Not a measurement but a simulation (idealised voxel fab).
Process module name: voxel capacitor over wiring
Cross-section cut: width 240 nm, square cells of 5 nm.
Reading order for cross-sections: top band down to bottom band. Underlying form: a grid of square cells. Band size: one or more rows of cells.
Top height, bottom height, nm. Materials left to right, width each, nm. Single material + "throughout" = fills band edge to edge. "empty" = empty.
Below 0: as-received wafer, all one material; heights counted from there. Lowest band: no bottom, goes on down, written "from 0 down".
The two numbers in a width such as "30 to 40" mark its ends across the band: the first belongs to the top row of cells, the second to the bottom row, and from each row to the next the width moves by the same amount.
"same as before" for a step: no cell of the cross-section changed in that step.
Empty spaces without an open route to the top, at least 8 cells in extent, make up the entry "Unvented voids"; each is given as width x height at distance, where the distance is measured from the left edge, and all are in nm.
Formally, on a step line, whatever follows the settings is a remark that the simulator itself makes on the step.
You can add "overlay nm" to a step's line. For a step with a mask, it describes how far the mask lay to the right of its planned position, and a negative number describes a lay to the left.
Heads up before you read on: it's before/after pairs around one process step each, after side only down to the lowest band that changed, step plus settings under the pair. Pairs can be from different runs of this module, same starting wafer, so only chain a pair onto the one above if its "Pre-step section" entry says so.

PRE-STEP SECTION
* from 0 down | Si throughout
* Unvented voids: none

AFTER
* from 15 to 0 | SiO2 throughout
* At heights below 0, the structure remains unaltered.
* Unvented voids: none
The structure goes from the before cross-section above to the after cross-section through CONFORMAL_DEP,material SiO2,thk nm 15

Pre-step section: The initial state for this step is given by the after cross-section of the immediately preceding pair.

AFTER
* from 20 to 15 | TiN throughout
* At heights below 15, the structure remains unaltered.
* Unvented voids: none
The structure goes from the before cross-section above to the after cross-section through DIRECTIONAL_DEP,material TiN,thk nm 5

Pre-step section: The initial state for this step is given by the after cross-section of the immediately preceding pair.

AFTER
* from 35 to 20 | W throughout
* At heights below 20, the structure remains unaltered.
* Unvented voids: none
The structure goes from the before cross-section above to the after cross-section through DIRECTIONAL_DEP,material W,thk nm 15

Pre-step section: The initial state for this step is given by the after cross-section of the immediately preceding pair.

AFTER
* from 35 to 20 | empty 60  W 30  empty 60  W 30  empty 60
* At heights below 20, the structure remains unaltered.
* Unvented voids: none
The structure goes from the before cross-section above to the after cross-section through MASKED_ETCH,tone cover,mask id METAL_1,width nm 30,pitch nm 90,etch materials W,depth nm 15,overlay nm 0

Pre-step section: The initial state for this step is given by the after cross-section of the immediately preceding pair.

AFTER
* from 35 to 20 | empty 60  W 30  empty 60  W 30  empty 60
* from 20 to 15 | empty 60  TiN 30  empty 60  TiN 30  empty 60
* At heights below 15, the structure remains unaltered.
* Unvented voids: none
The structure goes from the before cross-section above to the after cross-section through MASKED_ETCH,tone cover,mask id METAL_1,width nm 30,pitch nm 90,etch materials TiN,depth nm 5,overlay nm 0

Pre-step section: The initial state for this step is given by the after cross-section of the immediately preceding pair.

AFTER
* from 40 to 35 | SiO2 throughout
* from 35 to 20 | SiO2 60  W 30  SiO2 60  W 30  SiO2 60
* from 20 to 15 | SiO2 60  TiN 30  SiO2 60  TiN 30  SiO2 60
* At heights below 15, the structure remains unaltered.
* Unvented voids: none
The structure goes from the before cross-section above to the after cross-section through FILL_DEP,material SiO2,thk nm 5

Pre-step section: The initial state for this step is given by the after cross-section of the immediately preceding pair.

AFTER
* from 35 to 20 | SiO2 60  W 30  SiO2 60  W 30  SiO2 60
* At heights below 20, the structure remains unaltered.
* Unvented voids: none
The structure goes from the before cross-section above to the after cross-section through CMP,height nm 35

Pre-step section: The initial state for this step is given by the after cross-section of the immediately preceding pair.

AFTER
* from 40 to 35 | SiCN throughout
* At heights below 35, the structure remains unaltered.
* Unvented voids: none
The structure goes from the before cross-section above to the after cross-section through CONFORMAL_DEP,material SiCN,thk nm 5

Pre-step section: The initial state for this step is given by the after cross-section of the immediately preceding pair.

AFTER
* from 60 to 40 | SiO2 throughout
* At heights below 40, the structure remains unaltered.
* Unvented voids: none
The structure goes from the before cross-section above to the after cross-section through DIRECTIONAL_DEP,material SiO2,thk nm 20

Pre-step section: The initial state for this step is given by the after cross-section of the immediately preceding pair.

AFTER
* from 70 to 60 | aC throughout
* At heights below 60, the structure remains unaltered.
* Unvented voids: none
The structure goes from the before cross-section above to the after cross-section through DIRECTIONAL_DEP,material aC,thk nm 10

Pre-step section: The initial state for this step is given by the after cross-section of the immediately preceding pair.

AFTER
* from 100 to 70 | resist 75  empty 15  resist 150
* At heights below 70, the structure remains unaltered.
* Unvented voids: none
The structure goes from the before cross-section above to the after cross-section through PATTERN,tone open,mask id PLUG_1,material resist,width nm 15,thk nm 30,overlay nm 0

Pre-step section: The initial state for this step is given by the after cross-section of the immediately preceding pair.

AFTER
* from 90 to 70 | resist 75  empty 15  resist 150
* from 70 to 60 | aC 75  empty 15  aC 150
* At heights below 60, the structure remains unaltered.
* Unvented voids: none
The structure goes from the before cross-section above to the after cross-section through DIRECTIONAL_ETCH,etch materials aC,depth nm 10

Pre-step section: The initial state for this step is given by the after cross-section of the immediately preceding pair.

AFTER
* from 70 to 60 | aC 75  empty 15  aC 150
* At heights below 60, the structure remains unaltered.
* Unvented voids: none
The structure goes from the before cross-section above to the after cross-section through STRIP,etch materials resist

Pre-step section: The initial state for this step is given by the after cross-section of the immediately preceding pair.

AFTER
* from 70 to 60 | aC 75  empty 15  aC 150
* from 60 to 40 | SiO2 75  empty 15  SiO2 150
* At heights below 40, the structure remains unaltered.
* Unvented voids: none
The structure goes from the before cross-section above to the after cross-section through DIRECTIONAL_ETCH,etch materials SiO2,depth nm 20

Pre-step section: The initial state for this step is given by the after cross-section of the immediately preceding pair.

AFTER
* from 70 to 60 | aC 75  empty 15  aC 150
* from 60 to 40 | SiO2 75  empty 15  SiO2 150
* from 40 to 35 | SiCN 75  empty 15  SiCN 150
* At heights below 35, the structure remains unaltered.
* Unvented voids: none
The structure goes from the before cross-section above to the after cross-section through DIRECTIONAL_ETCH,etch materials SiCN,depth nm 5

Pre-step section: The initial state for this step is given by the after cross-section of the immediately preceding pair.

AFTER
* from 60 to 40 | SiO2 75  empty 15  SiO2 150
* At heights below 40, the structure remains unaltered.
* Unvented voids: none
The structure goes from the before cross-section above to the after cross-section through STRIP,etch materials aC

Pre-step section: The initial state for this step is given by the after cross-section of the immediately preceding pair.

AFTER
* from 60 to 45 | SiO2 75  empty 15  SiO2 150
* from 45 to 40 | SiO2 75  Ru 15  SiO2 150
* from 40 to 35 | SiCN 75  Ru 15  SiCN 150
* At heights below 35, the structure remains unaltered.
* Unvented voids: none
The structure goes from the before cross-section above to the after cross-section through EPI,material Ru,thk nm 10

Pre-step section: The initial state for this step is given by the after cross-section of the immediately preceding pair.

AFTER
* from 60 to 55 | SiO2 75  empty 15  SiO2 150
* from 55 to 40 | SiO2 75  Ru 15  SiO2 150
* At heights below 40, the structure remains unaltered.
* Unvented voids: none
The structure goes from the before cross-section above to the after cross-section through EPI,material Ru,thk nm 10

Pre-step section: The initial state for this step is given by the after cross-section of the immediately preceding pair.

AFTER
* from 60 to 40 | SiO2 75  Ru 15  SiO2 150
* At heights below 40, the structure remains unaltered.
* Unvented voids: none
The structure goes from the before cross-section above to the after cross-section through EPI,material Ru,thk nm 5

Pre-step section: The initial state for this step is given by the after cross-section of the immediately preceding pair.

AFTER
* from 65 to 60 | TiN throughout
* At heights below 60, the structure remains unaltered.
* Unvented voids: none
The structure goes from the before cross-section above to the after cross-section through DIRECTIONAL_DEP,material TiN,thk nm 5

Pre-step section: The initial state for this step is given by the after cross-section of the immediately preceding pair.

AFTER
* from 70 to 65 | SiN throughout
* At heights below 65, the structure remains unaltered.
* Unvented voids: none
The structure goes from the before cross-section above to the after cross-section through DIRECTIONAL_DEP,material SiN,thk nm 5

Pre-step section: The initial state for this step is given by the after cross-section of the immediately preceding pair.

AFTER
* from 75 to 70 | TiN throughout
* At heights below 70, the structure remains unaltered.
* Unvented voids: none
The structure goes from the before cross-section above to the after cross-section through DIRECTIONAL_DEP,material TiN,thk nm 5

Pre-step section: The initial state for this step is given by the after cross-section of the immediately preceding pair.

AFTER
* from 75 to 70 | empty 75  TiN 65  empty 100
* At heights below 70, the structure remains unaltered.
* Unvented voids: none
The structure goes from the before cross-section above to the after cross-section through MASKED_ETCH,tone cover,mask id UPPER_PLATE,width nm 65,etch materials TiN,depth nm 5,overlay nm 0

Pre-step section: The initial state for this step is given by the after cross-section of the immediately preceding pair.

AFTER
* from 75 to 70 | empty 75  TiN 65  empty 100
* from 70 to 65 | empty 75  SiN 65  empty 100
* At heights below 65, the structure remains unaltered.
* Unvented voids: none
The structure goes from the before cross-section above to the after cross-section through MASKED_ETCH,tone cover,mask id UPPER_PLATE,width nm 65,etch materials SiN,depth nm 5,overlay nm 0

Pre-step section: The initial state for this step is given by the after cross-section of the immediately preceding pair.

AFTER
* from 75 to 70 | empty 75  TiN 65  empty 100
* from 70 to 65 | empty 75  SiN 65  empty 100
* from 65 to 60 | empty 70  TiN 75  empty 95
* At heights below 60, the structure remains unaltered.
* Unvented voids: none
The structure goes from the before cross-section above to the after cross-section through MASKED_ETCH,tone cover,mask id LOWER_PLATE,width nm 75,etch materials TiN,depth nm 5,overlay nm 0

Pre-step section: The initial state for this step is given by the after cross-section of the immediately preceding pair.

AFTER
* from 95 to 75 | SiO2 throughout
* from 75 to 70 | SiO2 75  TiN 65  SiO2 100
* from 70 to 65 | SiO2 75  SiN 65  SiO2 100
* from 65 to 60 | SiO2 70  TiN 75  SiO2 95
* At heights below 60, the structure remains unaltered.
* Unvented voids: none
The structure goes from the before cross-section above to the after cross-section through FILL_DEP,material SiO2,thk nm 20

Pre-step section: The initial state for this step is given by the after cross-section of the immediately preceding pair.

AFTER
* from 90 to 75 | SiO2 throughout
* At heights below 75, the structure remains unaltered.
* Unvented voids: none
The structure goes from the before cross-section above to the after cross-section through CMP,height nm 90

Pre-step section: The initial state for this step is given by the after cross-section of the immediately preceding pair.

AFTER
* from 100 to 90 | aC throughout
* At heights below 90, the structure remains unaltered.
* Unvented voids: none
The structure goes from the before cross-section above to the after cross-section through DIRECTIONAL_DEP,material aC,thk nm 10

Pre-step section: The initial state for this step is given by the after cross-section of the immediately preceding pair.

AFTER
* from 130 to 100 | resist 85  empty 15  resist 140
* At heights below 100, the structure remains unaltered.
* Unvented voids: none
The structure goes from the before cross-section above to the after cross-section through PATTERN,tone open,mask id PLUG_2,material resist,width nm 15,thk nm 30,overlay nm 0

Pre-step section: The initial state for this step is given by the after cross-section of the immediately preceding pair.

AFTER
* from 120 to 100 | resist 85  empty 15  resist 140
* from 100 to 90 | aC 85  empty 15  aC 140
* At heights below 90, the structure remains unaltered.
* Unvented voids: none
The structure goes from the before cross-section above to the after cross-section through DIRECTIONAL_ETCH,etch materials aC,depth nm 10

Pre-step section: The initial state for this step is given by the after cross-section of the immediately preceding pair.

AFTER
* from 100 to 90 | aC 85  empty 15  aC 140
* At heights below 90, the structure remains unaltered.
* Unvented voids: none
The structure goes from the before cross-section above to the after cross-section through STRIP,etch materials resist

Pre-step section: The initial state for this step is given by the after cross-section of the immediately preceding pair.

AFTER
* from 100 to 90 | aC 85  empty 15  aC 140
* from 90 to 75 | SiO2 85  empty 15  SiO2 140
* At heights below 75, the structure remains unaltered.
* Unvented voids: none
The structure goes from the before cross-section above to the after cross-section through DIRECTIONAL_ETCH,etch materials SiO2,depth nm 15

Pre-step section: The initial state for this step is given by the after cross-section of the immediately preceding pair.

AFTER
* from 90 to 75 | SiO2 85  empty 15  SiO2 140
* At heights below 75, the structure remains unaltered.
* Unvented voids: none
The structure goes from the before cross-section above to the after cross-section through STRIP,etch materials aC

Pre-step section: The initial state for this step is given by the after cross-section of the immediately preceding pair.

AFTER
* from 95 to 90 | TiN 90  empty 5  TiN 145
* from 90 to 80 | SiO2 85  TiN 5  empty 5  TiN 5  SiO2 140
* from 80 to 70 | SiO2 85 to 75  TiN 15 to 65  SiO2 140 to 100
* At heights below 70, the structure remains unaltered.
* Unvented voids: none
The structure goes from the before cross-section above to the after cross-section through CONFORMAL_DEP,material TiN,thk nm 5

Pre-step section: The initial state for this step is given by the after cross-section of the immediately preceding pair.

AFTER
* from 100 to 95 | W throughout
* from 95 to 90 | TiN 90  W 5  TiN 145
* from 90 to 80 | SiO2 85  TiN 5  W 5  TiN 5  SiO2 140
* At heights below 80, the structure remains unaltered.
* Unvented voids: none
The structure goes from the before cross-section above to the after cross-section through FILL_DEP,material W,thk nm 5

Pre-step section: The initial state for this step is given by the after cross-section of the immediately preceding pair.

AFTER
* from 90 to 80 | SiO2 85  TiN 5  W 5  TiN 5  SiO2 140
* At heights below 80, the structure remains unaltered.
* Unvented voids: none
The structure goes from the before cross-section above to the after cross-section through CMP,height nm 90

Pre-step section: The initial state for this step is given by the after cross-section of the immediately preceding pair.

AFTER
* from 95 to 90 | SiCN throughout
* At heights below 90, the structure remains unaltered.
* Unvented voids: none
The structure goes from the before cross-section above to the after cross-section through CONFORMAL_DEP,material SiCN,thk nm 5

PRE-STEP SECTION
* from 60 to 45 | SiO2 75  empty 15  SiO2 150
* from 45 to 40 | SiO2 75  Ru 15  SiO2 150
* from 40 to 35 | SiCN 75  Ru 15  SiCN 150
* from 35 to 20 | SiO2 60  W 30  SiO2 60  W 30  SiO2 60
* from 20 to 15 | SiO2 60  TiN 30  SiO2 60  TiN 30  SiO2 60
* from 15 to 0 | SiO2 throughout
* from 0 down | Si throughout
* Unvented voids: none

AFTER
* from 60 to 50 | SiO2 75  empty 15  SiO2 150
* from 50 to 40 | SiO2 75  Ru 15  SiO2 150
* At heights below 40, the structure remains unaltered.
* Unvented voids: none
The structure goes from the before cross-section above to the after cross-section through EPI,material Ru,thk nm 5

Pre-step section: The initial state for this step is given by the after cross-section of the immediately preceding pair.

AFTER
* from 65 to 60 | TiN 75  empty 15  TiN 150
* from 60 to 55 | SiO2 75  empty 15  SiO2 150
* from 55 to 50 | SiO2 75  TiN 15  SiO2 150
* At heights below 50, the structure remains unaltered.
* Unvented voids: none
The structure goes from the before cross-section above to the after cross-section through DIRECTIONAL_DEP,material TiN,thk nm 5

Pre-step section: The initial state for this step is given by the after cross-section of the immediately preceding pair.

AFTER
* from 70 to 65 | SiN 75  empty 15  SiN 150
* from 65 to 60 | TiN 75  empty 15  TiN 150
* from 60 to 55 | SiO2 75  SiN 15  SiO2 150
* At heights below 55, the structure remains unaltered.
* Unvented voids: none
The structure goes from the before cross-section above to the after cross-section through DIRECTIONAL_DEP,material SiN,thk nm 5

Pre-step section: The initial state for this step is given by the after cross-section of the immediately preceding pair.

AFTER
* from 75 to 70 | TiN 75  empty 15  TiN 150
* from 70 to 65 | SiN 75  empty 15  SiN 150
* from 65 to 60 | TiN throughout
* At heights below 60, the structure remains unaltered.
* Unvented voids: none
The structure goes from the before cross-section above to the after cross-section through DIRECTIONAL_DEP,material TiN,thk nm 5

Pre-step section: The initial state for this step is given by the after cross-section of the immediately preceding pair.

AFTER
* from 75 to 70 | empty 90  TiN 50  empty 100
* At heights below 70, the structure remains unaltered.
* Unvented voids: none
The structure goes from the before cross-section above to the after cross-section through MASKED_ETCH,tone cover,mask id UPPER_PLATE,width nm 65,etch materials TiN,depth nm 5,overlay nm 0

Pre-step section: The initial state for this step is given by the after cross-section of the immediately preceding pair.

AFTER
* from 75 to 70 | empty 90  TiN 50  empty 100
* from 70 to 65 | empty 90  SiN 50  empty 100
* At heights below 65, the structure remains unaltered.
* Unvented voids: none
The structure goes from the before cross-section above to the after cross-section through MASKED_ETCH,tone cover,mask id UPPER_PLATE,width nm 65,etch materials SiN,depth nm 5,overlay nm 0

Pre-step section: The initial state for this step is given by the after cross-section of the immediately preceding pair.

AFTER
* from 75 to 70 | empty 90  TiN 50  empty 100
* from 70 to 65 | empty 90  SiN 50  empty 100
* from 65 to 60 | empty 70  TiN 75  empty 95
* At heights below 60, the structure remains unaltered.
* Unvented voids: none
The structure goes from the before cross-section above to the after cross-section through MASKED_ETCH,tone cover,mask id LOWER_PLATE,width nm 75,etch materials TiN,depth nm 5,overlay nm 0

Pre-step section: The initial state for this step is given by the after cross-section of the immediately preceding pair.

AFTER
* from 95 to 75 | SiO2 throughout
* from 75 to 70 | SiO2 90  TiN 50  SiO2 100
* from 70 to 65 | SiO2 90  SiN 50  SiO2 100
* from 65 to 60 | SiO2 70  TiN 75  SiO2 95
* At heights below 60, the structure remains unaltered.
* Unvented voids: none
The structure goes from the before cross-section above to the after cross-section through FILL_DEP,material SiO2,thk nm 20

Pre-step section: The initial state for this step is given by the after cross-section of the immediately preceding pair.

AFTER
* from 90 to 75 | SiO2 throughout
* At heights below 75, the structure remains unaltered.
* Unvented voids: none
The structure goes from the before cross-section above to the after cross-section through CMP,height nm 90

Pre-step section: The initial state for this step is given by the after cross-section of the immediately preceding pair.

AFTER
* from 100 to 90 | aC throughout
* At heights below 90, the structure remains unaltered.
* Unvented voids: none
The structure goes from the before cross-section above to the after cross-section through DIRECTIONAL_DEP,material aC,thk nm 10

Pre-step section: The initial state for this step is given by the after cross-section of the immediately preceding pair.

AFTER
* from 130 to 100 | resist 85  empty 15  resist 140
* At heights below 100, the structure remains unaltered.
* Unvented voids: none
The structure goes from the before cross-section above to the after cross-section through PATTERN,tone open,mask id PLUG_2,material resist,width nm 15,thk nm 30,overlay nm 0

Pre-step section: The initial state for this step is given by the after cross-section of the immediately preceding pair.

AFTER
* from 120 to 100 | resist 85  empty 15  resist 140
* from 100 to 90 | aC 85  empty 15  aC 140
* At heights below 90, the structure remains unaltered.
* Unvented voids: none
The structure goes from the before cross-section above to the after cross-section through DIRECTIONAL_ETCH,etch materials aC,depth nm 10

Pre-step section: The initial state for this step is given by the after cross-section of the immediately preceding pair.

AFTER
* from 100 to 90 | aC 85  empty 15  aC 140
* At heights below 90, the structure remains unaltered.
* Unvented voids: none
The structure goes from the before cross-section above to the after cross-section through STRIP,etch materials resist

Pre-step section: The initial state for this step is given by the after cross-section of the immediately preceding pair.

AFTER
* from 100 to 90 | aC 85  empty 15  aC 140
* from 90 to 75 | SiO2 85  empty 15  SiO2 140
* At heights below 75, the structure remains unaltered.
* Unvented voids: none
The structure goes from the before cross-section above to the after cross-section through DIRECTIONAL_ETCH,etch materials SiO2,depth nm 15

Pre-step section: The initial state for this step is given by the after cross-section of the immediately preceding pair.

AFTER
* from 90 to 75 | SiO2 85  empty 15  SiO2 140
* At heights below 75, the structure remains unaltered.
* Unvented voids: none
The structure goes from the before cross-section above to the after cross-section through STRIP,etch materials aC

Pre-step section: The initial state for this step is given by the after cross-section of the immediately preceding pair.

AFTER
* from 95 to 90 | TiN 90  empty 5  TiN 145
* from 90 to 80 | SiO2 85  TiN 5  empty 5  TiN 5  SiO2 140
* from 80 to 70 | SiO2 85 to 90  TiN 15 to 50  SiO2 140 to 100
* At heights below 70, the structure remains unaltered.
* Unvented voids: none
The structure goes from the before cross-section above to the after cross-section through CONFORMAL_DEP,material TiN,thk nm 5

Pre-step section: The initial state for this step is given by the after cross-section of the immediately preceding pair.

AFTER
* from 100 to 95 | W throughout
* from 95 to 90 | TiN 90  W 5  TiN 145
* from 90 to 80 | SiO2 85  TiN 5  W 5  TiN 5  SiO2 140
* At heights below 80, the structure remains unaltered.
* Unvented voids: none
The structure goes from the before cross-section above to the after cross-section through FILL_DEP,material W,thk nm 5

Pre-step section: The initial state for this step is given by the after cross-section of the immediately preceding pair.

AFTER
* from 90 to 80 | SiO2 85  TiN 5  W 5  TiN 5  SiO2 140
* At heights below 80, the structure remains unaltered.
* Unvented voids: none
The structure goes from the before cross-section above to the after cross-section through CMP,height nm 90

Pre-step section: The initial state for this step is given by the after cross-section of the immediately preceding pair.

AFTER
* from 95 to 90 | SiCN throughout
* At heights below 90, the structure remains unaltered.
* Unvented voids: none
The structure goes from the before cross-section above to the after cross-section through CONFORMAL_DEP,material SiCN,thk nm 5

PRE-STEP SECTION
* from 15 to 0 | SiO2 throughout
* from 0 down | Si throughout
* Unvented voids: none

AFTER
* from 30 to 0 | SiO2 throughout
* At heights below 0, the structure remains unaltered.
* Unvented voids: none
The structure goes from the before cross-section above to the after cross-section through CONFORMAL_DEP,material SiO2,thk nm 15

Pre-step section: The initial state for this step is given by the after cross-section of the immediately preceding pair.

AFTER
* from 35 to 30 | TiN throughout
* At heights below 30, the structure remains unaltered.
* Unvented voids: none
The structure goes from the before cross-section above to the after cross-section through DIRECTIONAL_DEP,material TiN,thk nm 5

Pre-step section: The initial state for this step is given by the after cross-section of the immediately preceding pair.

AFTER
* from 50 to 35 | W throughout
* At heights below 35, the structure remains unaltered.
* Unvented voids: none
The structure goes from the before cross-section above to the after cross-section through DIRECTIONAL_DEP,material W,thk nm 15

Pre-step section: The initial state for this step is given by the after cross-section of the immediately preceding pair.

AFTER
* from 50 to 35 | empty 60  W 30  empty 60  W 30  empty 60
* At heights below 35, the structure remains unaltered.
* Unvented voids: none
The structure goes from the before cross-section above to the after cross-section through MASKED_ETCH,tone cover,mask id METAL_1,width nm 30,pitch nm 90,etch materials W,depth nm 15,overlay nm 0

Pre-step section: The initial state for this step is given by the after cross-section of the immediately preceding pair.

AFTER
* from 50 to 35 | empty 60  W 30  empty 60  W 30  empty 60
* from 35 to 30 | empty 60  TiN 30  empty 60  TiN 30  empty 60
* At heights below 30, the structure remains unaltered.
* Unvented voids: none
The structure goes from the before cross-section above to the after cross-section through MASKED_ETCH,tone cover,mask id METAL_1,width nm 30,pitch nm 90,etch materials TiN,depth nm 5,overlay nm 0

Pre-step section: The initial state for this step is given by the after cross-section of the immediately preceding pair.

AFTER
* from 55 to 50 | SiO2 throughout
* from 50 to 35 | SiO2 60  W 30  SiO2 60  W 30  SiO2 60
* from 35 to 30 | SiO2 60  TiN 30  SiO2 60  TiN 30  SiO2 60
* At heights below 30, the structure remains unaltered.
* Unvented voids: none
The structure goes from the before cross-section above to the after cross-section through FILL_DEP,material SiO2,thk nm 5

Pre-step section: The initial state for this step is given by the after cross-section of the immediately preceding pair.

AFTER
* from 35 to 30 | SiO2 60  TiN 30  SiO2 60  TiN 30  SiO2 60
* At heights below 30, the structure remains unaltered.
* Unvented voids: none
The structure goes from the before cross-section above to the after cross-section through CMP,height nm 35

Pre-step section: The initial state for this step is given by the after cross-section of the immediately preceding pair.

AFTER
* from 40 to 35 | SiCN throughout
* At heights below 35, the structure remains unaltered.
* Unvented voids: none
The structure goes from the before cross-section above to the after cross-section through CONFORMAL_DEP,material SiCN,thk nm 5

Pre-step section: The initial state for this step is given by the after cross-section of the immediately preceding pair.

AFTER
* from 60 to 40 | SiO2 throughout
* At heights below 40, the structure remains unaltered.
* Unvented voids: none
The structure goes from the before cross-section above to the after cross-section through DIRECTIONAL_DEP,material SiO2,thk nm 20

Pre-step section: The initial state for this step is given by the after cross-section of the immediately preceding pair.

AFTER
* from 70 to 60 | aC throughout
* At heights below 60, the structure remains unaltered.
* Unvented voids: none
The structure goes from the before cross-section above to the after cross-section through DIRECTIONAL_DEP,material aC,thk nm 10

Pre-step section: The initial state for this step is given by the after cross-section of the immediately preceding pair.

AFTER
* from 100 to 70 | resist 75  empty 15  resist 150
* At heights below 70, the structure remains unaltered.
* Unvented voids: none
The structure goes from the before cross-section above to the after cross-section through PATTERN,tone open,mask id PLUG_1,material resist,width nm 15,thk nm 30,overlay nm 0

Pre-step section: The initial state for this step is given by the after cross-section of the immediately preceding pair.

AFTER
* from 90 to 70 | resist 75  empty 15  resist 150
* from 70 to 60 | aC 75  empty 15  aC 150
* At heights below 60, the structure remains unaltered.
* Unvented voids: none
The structure goes from the before cross-section above to the after cross-section through DIRECTIONAL_ETCH,etch materials aC,depth nm 10

Pre-step section: The initial state for this step is given by the after cross-section of the immediately preceding pair.

AFTER
* from 70 to 60 | aC 75  empty 15  aC 150
* At heights below 60, the structure remains unaltered.
* Unvented voids: none
The structure goes from the before cross-section above to the after cross-section through STRIP,etch materials resist

Pre-step section: The initial state for this step is given by the after cross-section of the immediately preceding pair.

AFTER
* from 70 to 60 | aC 75  empty 15  aC 150
* from 60 to 40 | SiO2 75  empty 15  SiO2 150
* At heights below 40, the structure remains unaltered.
* Unvented voids: none
The structure goes from the before cross-section above to the after cross-section through DIRECTIONAL_ETCH,etch materials SiO2,depth nm 20

Pre-step section: The initial state for this step is given by the after cross-section of the immediately preceding pair.

AFTER
* from 70 to 60 | aC 75  empty 15  aC 150
* from 60 to 40 | SiO2 75  empty 15  SiO2 150
* from 40 to 35 | SiCN 75  empty 15  SiCN 150
* At heights below 35, the structure remains unaltered.
* Unvented voids: none
The structure goes from the before cross-section above to the after cross-section through DIRECTIONAL_ETCH,etch materials SiCN,depth nm 5

Pre-step section: The initial state for this step is given by the after cross-section of the immediately preceding pair.

AFTER
* from 60 to 40 | SiO2 75  empty 15  SiO2 150
* At heights below 40, the structure remains unaltered.
* Unvented voids: none
The structure goes from the before cross-section above to the after cross-section through STRIP,etch materials aC

Pre-step section: The initial state for this step is given by the after cross-section of the immediately preceding pair.

AFTER
* from 60 to 45 | SiO2 75  empty 15  SiO2 150
* from 45 to 40 | SiO2 75  Ru 15  SiO2 150
* from 40 to 35 | SiCN 75  Ru 15  SiCN 150
* At heights below 35, the structure remains unaltered.
* Unvented voids: none
The structure goes from the before cross-section above to the after cross-section through EPI,material Ru,thk nm 10

Pre-step section: The initial state for this step is given by the after cross-section of the immediately preceding pair.

AFTER
* from 60 to 55 | SiO2 75  empty 15  SiO2 150
* from 55 to 40 | SiO2 75  Ru 15  SiO2 150
* At heights below 40, the structure remains unaltered.
* Unvented voids: none
The structure goes from the before cross-section above to the after cross-section through EPI,material Ru,thk nm 10

Pre-step section: The initial state for this step is given by the after cross-section of the immediately preceding pair.

AFTER
* from 60 to 40 | SiO2 75  Ru 15  SiO2 150
* At heights below 40, the structure remains unaltered.
* Unvented voids: none
The structure goes from the before cross-section above to the after cross-section through EPI,material Ru,thk nm 5

Pre-step section: The initial state for this step is given by the after cross-section of the immediately preceding pair.

AFTER
* from 65 to 60 | TiN throughout
* At heights below 60, the structure remains unaltered.
* Unvented voids: none
The structure goes from the before cross-section above to the after cross-section through DIRECTIONAL_DEP,material TiN,thk nm 5

Pre-step section: The initial state for this step is given by the after cross-section of the immediately preceding pair.

AFTER
* from 70 to 65 | SiN throughout
* At heights below 65, the structure remains unaltered.
* Unvented voids: none
The structure goes from the before cross-section above to the after cross-section through DIRECTIONAL_DEP,material SiN,thk nm 5

Pre-step section: The initial state for this step is given by the after cross-section of the immediately preceding pair.

AFTER
* from 75 to 70 | TiN throughout
* At heights below 70, the structure remains unaltered.
* Unvented voids: none
The structure goes from the before cross-section above to the after cross-section through DIRECTIONAL_DEP,material TiN,thk nm 5

Pre-step section: The initial state for this step is given by the after cross-section of the immediately preceding pair.

AFTER
* from 75 to 70 | empty 75  TiN 65  empty 100
* At heights below 70, the structure remains unaltered.
* Unvented voids: none
The structure goes from the before cross-section above to the after cross-section through MASKED_ETCH,tone cover,mask id UPPER_PLATE,width nm 65,etch materials TiN,depth nm 5,overlay nm 0

Pre-step section: The initial state for this step is given by the after cross-section of the immediately preceding pair.

AFTER
* from 75 to 70 | empty 75  TiN 65  empty 100
* from 70 to 65 | empty 75  SiN 65  empty 100
* At heights below 65, the structure remains unaltered.
* Unvented voids: none
The structure goes from the before cross-section above to the after cross-section through MASKED_ETCH,tone cover,mask id UPPER_PLATE,width nm 65,etch materials SiN,depth nm 5,overlay nm 0

Pre-step section: The initial state for this step is given by the after cross-section of the immediately preceding pair.

AFTER
* from 75 to 70 | empty 75  TiN 65  empty 100
* from 70 to 65 | empty 75  SiN 65  empty 100
* from 65 to 60 | empty 70  TiN 75  empty 95
* At heights below 60, the structure remains unaltered.
* Unvented voids: none
The structure goes from the before cross-section above to the after cross-section through MASKED_ETCH,tone cover,mask id LOWER_PLATE,width nm 75,etch materials TiN,depth nm 5,overlay nm 0

Pre-step section: The initial state for this step is given by the after cross-section of the immediately preceding pair.

AFTER
* from 95 to 75 | SiO2 throughout
* from 75 to 70 | SiO2 75  TiN 65  SiO2 100
* from 70 to 65 | SiO2 75  SiN 65  SiO2 100
* from 65 to 60 | SiO2 70  TiN 75  SiO2 95
* At heights below 60, the structure remains unaltered.
* Unvented voids: none
The structure goes from the before cross-section above to the after cross-section through FILL_DEP,material SiO2,thk nm 20

Pre-step section: The initial state for this step is given by the after cross-section of the immediately preceding pair.

AFTER
* from 90 to 75 | SiO2 throughout
* At heights below 75, the structure remains unaltered.
* Unvented voids: none
The structure goes from the before cross-section above to the after cross-section through CMP,height nm 90

Pre-step section: The initial state for this step is given by the after cross-section of the immediately preceding pair.

AFTER
* from 100 to 90 | aC throughout
* At heights below 90, the structure remains unaltered.
* Unvented voids: none
The structure goes from the before cross-section above to the after cross-section through DIRECTIONAL_DEP,material aC,thk nm 10

Pre-step section: The initial state for this step is given by the after cross-section of the immediately preceding pair.

AFTER
* from 130 to 100 | resist 85  empty 15  resist 140
* At heights below 100, the structure remains unaltered.
* Unvented voids: none
The structure goes from the before cross-section above to the after cross-section through PATTERN,tone open,mask id PLUG_2,material resist,width nm 15,thk nm 30,overlay nm 0

Pre-step section: The initial state for this step is given by the after cross-section of the immediately preceding pair.

AFTER
* from 120 to 100 | resist 85  empty 15  resist 140
* from 100 to 90 | aC 85  empty 15  aC 140
* At heights below 90, the structure remains unaltered.
* Unvented voids: none
The structure goes from the before cross-section above to the after cross-section through DIRECTIONAL_ETCH,etch materials aC,depth nm 10

Pre-step section: The initial state for this step is given by the after cross-section of the immediately preceding pair.

AFTER
* from 100 to 90 | aC 85  empty 15  aC 140
* At heights below 90, the structure remains unaltered.
* Unvented voids: none
The structure goes from the before cross-section above to the after cross-section through STRIP,etch materials resist

Pre-step section: The initial state for this step is given by the after cross-section of the immediately preceding pair.

AFTER
* from 100 to 90 | aC 85  empty 15  aC 140
* from 90 to 75 | SiO2 85  empty 15  SiO2 140
* At heights below 75, the structure remains unaltered.
* Unvented voids: none
The structure goes from the before cross-section above to the after cross-section through DIRECTIONAL_ETCH,etch materials SiO2,depth nm 15

Pre-step section: The initial state for this step is given by the after cross-section of the immediately preceding pair.

AFTER
* from 90 to 75 | SiO2 85  empty 15  SiO2 140
* At heights below 75, the structure remains unaltered.
* Unvented voids: none
The structure goes from the before cross-section above to the after cross-section through STRIP,etch materials aC
